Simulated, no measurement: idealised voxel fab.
You're looking at the process module voxel gate over fins.
Pictured: cross-section cut, 155 nm wide, on a grid of 5 nm square cells.
We lay out every cross-section as a grid of square cells and spell it out in bands from the top down, where one band means one or more rows of cells. Band: top height; bottom height; in nm. Then, left to right: material with width in nm, for each material. "all across": a single material spanning edge to edge. "air": empty space. Below 0: as-received wafer, all one material; heights counted from there. Lowest band: no bottom, goes on down, written "0..down". Quick explanation for "30 to 40": the width changes in equal steps down the rows of cells, from the first number in the band's top row to the second number in its bottom row. No cell of the cross-section changed in a step that is given as "no modifications". Each empty space that has no open way to the top and spans at least 8 cells appears under "Internal closed voids" as width x height at distance, the distance counted from the left edge, all in nm. Where a step's line continues beyond its settings, the continuation is a remark by the simulator itself on that step. overlay nm: mask right of planned place by this much (step with mask). Neg. = left.

## Process steps foreseen in the plan
- 1: RECEIVE with material Si
- 2: CONFORMAL_DEP with material SiN, thk nm 10
- 3: MASKED_ETCH with tone cover, mask id FINS, width nm 15, pitch nm 55, etch materials SiN, depth nm 10, overlay nm 0
- 4: MASKED_ETCH with tone cover, mask id FINS, width nm 15, pitch nm 55, etch materials Si, depth nm 30, overlay nm 0
- 5: FILL_DEP with material SiO2, thk nm 10
- 6: CMP with height nm 10
- 7: DIRECTIONAL_DEP with material aC, thk nm 10
- 8: PATTERN with tone open, mask id RAIL, material resist, width nm 15, thk nm 25, overlay nm 0
- 9: DIRECTIONAL_ETCH with etch materials aC, depth nm 10
- 10: STRIP with etch materials resist
- 11: DIRECTIONAL_ETCH with etch materials SiO2, depth nm 35
- 12: STRIP with etch materials aC
- 13: CONFORMAL_DEP with material TiN, thk nm 5
- 14: FILL_DEP with material W, thk nm 5
- 15: CMP with height nm 10
- 16: SELECTIVE_ETCH with etch materials W Ru TiN, depth nm 30
- 17: FILL_DEP with material SiO2, thk nm 5
- 18: CMP with height nm 10
- 19: SELECTIVE_ETCH with etch materials SiO2, depth nm 25
- 20: STRIP with etch materials SiN
- 21: CONFORMAL_DEP with material HfO2, thk nm 5
- 22: CONFORMAL_DEP with material TiN, thk nm 5
- 23: FILL_DEP with material W, thk nm 15
- 24: CMP with height nm 20
- 25: CONFORMAL_DEP with material SiCN, thk nm 10

## Received-state cross-section, reflecting completion of step 1
- 0..down = Si all across
- Internal closed voids: none

## Module complete - cross-section of the first of two wafers, run according to plan
- 30..20 = SiCN all across
- 20..10 = W all across
- 10..5 = W=30, TiN=35, W=20, TiN=35, W=35
- 5..0 = W=30, TiN=5, HfO2=25, TiN=5, W=20, TiN=5, HfO2=25, TiN=5, W=35
- 0..-5 = W=30, TiN=5, HfO2=5, Si=15, HfO2=5, TiN=5, W=20, TiN=5, HfO2=5, Si=15, HfO2=5, TiN=5, W=35
- -5..-10 = TiN=35, HfO2=5, Si=15, HfO2=5, TiN=30, HfO2=5, Si=15, HfO2=5, TiN=40
- -10..-15 = HfO2=40, Si=15, HfO2=40, Si=15, HfO2=45
- -15..-20 = SiO2=40, Si=15, SiO2=40, Si=15, SiO2=45
- -20..-25 = SiO2=40, Si=15, SiO2=10, TiN=15, SiO2=15, Si=15, SiO2=45
- -25..-30 = SiO2=40, Si=15, SiO2=40, Si=15, SiO2=45
- -30..down = Si all across
- Internal closed voids: none

## Second wafer of the two, sectioned at the end of the module. It began like the first and followed the same plan, but one mistake was made while running it
- 30..20 = SiCN all across
- 20..10 = W all across
- 10..5 = W=30, HfO2=35, W=20, HfO2=35, W=35
- 5..0 = W=30, HfO2=5, TiN=25, HfO2=5, W=20, HfO2=5, TiN=25, HfO2=5, W=35
- 0..-5 = W=30, HfO2=5, TiN=5, Si=15, TiN=5, HfO2=5, W=20, HfO2=5, TiN=5, Si=15, TiN=5, HfO2=5, W=35
- -5..-10 = HfO2=35, TiN=5, Si=15, TiN=5, HfO2=30, TiN=5, Si=15, TiN=5, HfO2=40
- -10..-15 = TiN=40, Si=15, TiN=40, Si=15, TiN=45
- -15..-20 = SiO2=40, Si=15, SiO2=40, Si=15, SiO2=45
- -20..-25 = SiO2=40, Si=15, SiO2=10, TiN=15, SiO2=15, Si=15, SiO2=45
- -25..-30 = SiO2=40, Si=15, SiO2=40, Si=15, SiO2=45
- -30..down = Si all across
- Internal closed voids: none
What was done differently from what was planned? step 21 ran in the slot meant for step 22, and vice versa
So at the finish, the second wafer's got exactly as many cells of each material as the first, just not in the same spots.
